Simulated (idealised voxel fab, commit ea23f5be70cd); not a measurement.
Name of the process module below: voxel plated lines
180 nm wide, 5 nm square cells: that's cross-section cut.
In what follows, cross-sections appear as grids of square cells, described through bands that run from the top down, where every band is one or more rows of cells.
Each band's line starts with the height of the band's top and of its bottom, in nm. Then come its materials from left to right, each with its width in nm. One material with "edge to edge" fills the band from edge to edge. "blank" is empty space.
Height 0 is the level under which the wafer as received is all one material. The lowest band goes on downwards, as in "from 0 down".
Quick explanation for "30 to 40": the width changes in equal steps down the rows of cells, from the first number in the band's top row to the second number in its bottom row.
Step note "all unchanged" = no cross-section cell changed.
"Enclosed void listing" specifies each empty space that is not open to the top and that occupies no fewer than 8 cells, using the form width x height at distance, the distance measured from the left edge and all three quantities in nm.
The remark found on a step's line after its settings is issued by the simulator itself and pertains to that step.
Each step line may optionally specify "overlay nm", which for a step with a mask gives the rightward distance between the mask's planned place and where it lay, a negative value indicating the leftward direction.

This section lists the process steps that were planned:
- 1: RECEIVE | material Si
- 2: CONFORMAL_DEP | material SiN | thk nm 10
- 3: DIRECTIONAL_DEP | material TiN | thk nm 5
- 4: PATTERN | tone open | mask id LINES | material resist | width nm 25 | pitch nm 40 | thk nm 40 | overlay nm -15
- 5: EPI | material Ru | thk nm 10
- 6: EPI | material Ru | thk nm 10
- 7: EPI | material Ru | thk nm 5
- 8: STRIP | etch materials resist
- 9: DIRECTIONAL_ETCH | etch materials TiN | depth nm 5
- 10: CONFORMAL_DEP | material SiN | thk nm 10
What sets these wafers apart? The overlay nm at step 4. They all start alike, and the plan carries the first wafer's value.

Cross-sectional view of the first of several wafers in the as-received condition, corresponding to the state following step 1:
- from 0 down  Si edge to edge
- Enclosed void listing: none

Heads up, this table goes wafer by wafer. A row tells you, at the end of the module, how many cells of each material that wafer has put on (+) or dropped (-) since it was received, and then its closed voids:
overlay nm -15; +50 Ru; +186 SiN; +10 TiN; Enclosed void listing: none
overlay nm -10; +50 Ru; +186 SiN; +10 TiN; Enclosed void listing: none
overlay nm -5; +50 Ru; +186 SiN; +10 TiN; Enclosed void listing: none
overlay nm 0; +50 Ru; +186 SiN; +10 TiN; Enclosed void listing: none
overlay nm 5; +50 Ru; +186 SiN; +10 TiN; Enclosed void listing: none
overlay nm 10; +50 Ru; +186 SiN; +10 TiN; Enclosed void listing: none
overlay nm 15; +50 Ru; +186 SiN; +10 TiN; Enclosed void listing: none
